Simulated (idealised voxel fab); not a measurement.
Herein follows the process module entitled voxel gate over fins.
The cross-section shown here is cut; it is 235 nm wide and divided into square cells measuring 5 nm on a side.
Each cross-section below is a grid of square cells, stated as bands in top-down order, with one or more rows of cells making up each band.
What a band's entry tells you: where the top is and where the bottom is, as heights in nm, and after that what lies inside, material by material from left to right, each with its width in nm. Empty space is written as the word "empty", and a single material marked with the word "throughout" occupies the band from edge to edge.
Height 0 is the level under which the wafer as received is all one material. The lowest band goes on downwards, as in "0 down".
Per-row width for "30->40": begins at first number (top row of band), ends at second number (bottom row), increment between rows held constant.
Where a step carries "stayed the same", the cross-section came out of it unchanged, cell for cell.
Empty spaces without an open route to the top, at least 8 cells in extent, make up the entry "Fully closed voids"; each is given as width x height at distance, where the distance is measured from the left edge, and all are in nm.
Post-settings text on a step line: simulator's own remark regarding the step.
overlay nm: on a step with a mask, how far right of its planned place the mask lay; negative means left.

List of planned process steps:
1: op RECEIVE | material Si
2: op CONFORMAL_DEP | material SiN | thk nm 10
3: op PATTERN | tone cover | mask id FINS | material resist | width nm 15 | pitch nm 45 | thk nm 20 | overlay nm 0
4: op DIRECTIONAL_ETCH | etch materials SiN | depth nm 10
5: op DIRECTIONAL_ETCH | etch materials Si | depth nm 40
6: op STRIP | etch materials resist
7: op FILL_DEP | material SiO2 | thk nm 5
8: op CMP | height nm 10
9: op SELECTIVE_ETCH | etch materials SiO2 | depth nm 25
10: op STRIP | etch materials SiN
11: op CONFORMAL_DEP | material HfO2 | thk nm 5
12: op CONFORMAL_DEP | material TiN | thk nm 5
13: op CONFORMAL_DEP | material TiAl | thk nm 5
14: op CONFORMAL_DEP | material TiN | thk nm 5
15: op FILL_DEP | material W | thk nm 15
16: op CMP | height nm 30
17: op CONFORMAL_DEP | material SiN | thk nm 5

First of two wafers, processed according to plan:

Cross-section of the wafer as it came to us, i.e., already through step 1:
	0 down  Si throughout
	Fully closed voids: none

Cross-sectional representation of the wafer at the conclusion of step 2:
	10 to 0  SiN throughout
	Lower than 0, everything is as it was.

Cross-sectional representation of the wafer at the conclusion of step 3:
	30 to 10  85 of empty; 15 of resist; 30 of empty; 15 of resist; 90 of empty
	Lower than 10, everything is as it was.

Cross-sectional representation of the wafer at the conclusion of step 4:
	30 to 10  85 of empty; 15 of resist; 30 of empty; 15 of resist; 90 of empty
	10 to 0  85 of empty; 15 of SiN; 30 of empty; 15 of SiN; 90 of empty
	Lower than 0, everything is as it was.

Cross-sectional representation of the wafer at the conclusion of step 5:
	30 to 10  85 of empty; 15 of resist; 30 of empty; 15 of resist; 90 of empty
	10 to 0  85 of empty; 15 of SiN; 30 of empty; 15 of SiN; 90 of empty
	0 to -40  85 of empty; 15 of Si; 30 of empty; 15 of Si; 90 of empty
	Lower than -40, everything is as it was.

Cross-sectional representation of the wafer at the conclusion of step 6:
	10 to 0  85 of empty; 15 of SiN; 30 of empty; 15 of SiN; 90 of empty
	Lower than 0, everything is as it was.

Cross-sectional representation of the wafer at the conclusion of step 7:
	15 to 10  SiO2 throughout
	10 to 0  85 of SiO2; 15 of SiN; 30 of SiO2; 15 of SiN; 90 of SiO2
	0 to -40  85 of SiO2; 15 of Si; 30 of SiO2; 15 of Si; 90 of SiO2
	Lower than -40, everything is as it was.

Cross-sectional representation of the wafer at the conclusion of step 8:
	10 to 0  85 of SiO2; 15 of SiN; 30 of SiO2; 15 of SiN; 90 of SiO2
	Lower than 0, everything is as it was.

Cross-sectional representation of the wafer at the conclusion of step 9:
	10 to 0  85 of empty; 15 of SiN; 30 of empty; 15 of SiN; 90 of empty
	0 to -15  85 of empty; 15 of Si; 30 of empty; 15 of Si; 90 of empty
	Lower than -15, everything is as it was.

Cross-sectional representation of the wafer at the conclusion of step 10:
	0 to -15  85 of empty; 15 of Si; 30 of empty; 15 of Si; 90 of empty
	Lower than -15, everything is as it was.

Cross-sectional representation of the wafer at the conclusion of step 11:
	5 to 0  80 of empty; 25 of HfO2; 20 of empty; 25 of HfO2; 85 of empty
	0 to -10  80 of empty; 5 of HfO2; 15 of Si; 5 of HfO2; 20 of empty; 5 of HfO2; 15 of Si; 5 of HfO2; 85 of empty
	-10 to -15  85 of HfO2; 15 of Si; 30 of HfO2; 15 of Si; 90 of HfO2
	Lower than -15, everything is as it was.

Cross-sectional representation of the wafer at the conclusion of step 12:
	10 to 5  75 of empty; 35 of TiN; 10 of empty; 35 of TiN; 80 of empty
	5 to 0  75 of empty; 5 of TiN; 25 of HfO2; 5 of TiN; 10 of empty; 5 of TiN; 25 of HfO2; 5 of TiN; 80 of empty
	0 to -5  75 of empty; 5 of TiN; 5 of HfO2; 15 of Si; 5 of HfO2; 5 of TiN; 10 of empty; 5 of TiN; 5 of HfO2; 15 of Si; 5 of HfO2; 5 of TiN; 80 of empty
	-5 to -10  80 of TiN; 5 of HfO2; 15 of Si; 5 of HfO2; 20 of TiN; 5 of HfO2; 15 of Si; 5 of HfO2; 85 of TiN
	Lower than -10, everything is as it was.

Cross-sectional representation of the wafer at the conclusion of step 13:
	15 to 10  70 of empty; 90 of TiAl; 75 of empty
	10 to 5  70 of empty; 5 of TiAl; 35 of TiN; 10 of TiAl; 35 of TiN; 5 of TiAl; 75 of empty
	5 to 0  70 of empty; 5 of TiAl; 5 of TiN; 25 of HfO2; 5 of TiN; 10 of TiAl; 5 of TiN; 25 of HfO2; 5 of TiN; 5 of TiAl; 75 of empty
	0 to -5  75 of TiAl; 5 of TiN; 5 of HfO2; 15 of Si; 5 of HfO2; 5 of TiN; 10 of TiAl; 5 of TiN; 5 of HfO2; 15 of Si; 5 of HfO2; 5 of TiN; 80 of TiAl
	Lower than -5, everything is as it was.

Cross-sectional representation of the wafer at the conclusion of step 14:
	20 to 15  65 of empty; 100 of TiN; 70 of empty
	15 to 10  65 of empty; 5 of TiN; 90 of TiAl; 5 of TiN; 70 of empty
	10 to 5  65 of empty; 5 of TiN; 5 of TiAl; 35 of TiN; 10 of TiAl; 35 of TiN; 5 of TiAl; 5 of TiN; 70 of empty
	5 to 0  70 of TiN; 5 of TiAl; 5 of TiN; 25 of HfO2; 5 of TiN; 10 of TiAl; 5 of TiN; 25 of HfO2; 5 of TiN; 5 of TiAl; 75 of TiN
	Lower than 0, everything is as it was.

Cross-sectional representation of the wafer at the conclusion of step 15:
	35 to 20  W throughout
	20 to 15  65 of W; 100 of TiN; 70 of W
	15 to 10  65 of W; 5 of TiN; 90 of TiAl; 5 of TiN; 70 of W
	10 to 5  65 of W; 5 of TiN; 5 of TiAl; 35 of TiN; 10 of TiAl; 35 of TiN; 5 of TiAl; 5 of TiN; 70 of W
	Lower than 5, everything is as it was.

Cross-sectional representation of the wafer at the conclusion of step 16:
	30 to 20  W throughout
	Lower than 20, everything is as it was.

Cross-sectional representation of the wafer at the conclusion of step 17:
	35 to 30  SiN throughout
	Lower than 30, everything is as it was.

Second wafer, same starting state and plan as the first, one mistake in the run, identical through step 12:

Cross-section, second wafer, at the end time the plan gives for step 13:
	15 to 10  70 of empty; 90 of SiO2; 75 of empty
	10 to 5  70 of empty; 5 of SiO2; 35 of TiN; 10 of SiO2; 35 of TiN; 5 of SiO2; 75 of empty
	5 to 0  70 of empty; 5 of SiO2; 5 of TiN; 25 of HfO2; 5 of TiN; 10 of SiO2; 5 of TiN; 25 of HfO2; 5 of TiN; 5 of SiO2; 75 of empty
	0 to -5  75 of SiO2; 5 of TiN; 5 of HfO2; 15 of Si; 5 of HfO2; 5 of TiN; 10 of SiO2; 5 of TiN; 5 of HfO2; 15 of Si; 5 of HfO2; 5 of TiN; 80 of SiO2
	Lower than -5, everything is as it was.

Cross-section, second wafer, at the end time the plan gives for step 14:
	20 to 15  65 of empty; 100 of TiN; 70 of empty
	15 to 10  65 of empty; 5 of TiN; 90 of SiO2; 5 of TiN; 70 of empty
	10 to 5  65 of empty; 5 of TiN; 5 of SiO2; 35 of TiN; 10 of SiO2; 35 of TiN; 5 of SiO2; 5 of TiN; 70 of empty
	5 to 0  70 of TiN; 5 of SiO2; 5 of TiN; 25 of HfO2; 5 of TiN; 10 of SiO2; 5 of TiN; 25 of HfO2; 5 of TiN; 5 of SiO2; 75 of TiN
	Lower than 0, everything is as it was.

Cross-section, second wafer, at the end time the plan gives for step 15:
	35 to 20  W throughout
	20 to 15  65 of W; 100 of TiN; 70 of W
	15 to 10  65 of W; 5 of TiN; 90 of SiO2; 5 of TiN; 70 of W
	10 to 5  65 of W; 5 of TiN; 5 of SiO2; 35 of TiN; 10 of SiO2; 35 of TiN; 5 of SiO2; 5 of TiN; 70 of W
	Lower than 5, everything is as it was.

Cross-section, second wafer, at the end time the plan gives for step 16:
	30 to 20  W throughout
	Lower than 20, everything is as it was.

Cross-section, second wafer, at the end time the plan gives for step 17:
	35 to 30  SiN throughout
	Lower than 30, everything is as it was.
Against the plan, the run slipped here: step 13 was processed under conditions differing from the plan, specifically as op CONFORMAL_DEP | material SiO2 | thk nm 5
at the end the second wafer has, in cells: +59 SiO2 | -59 TiAl
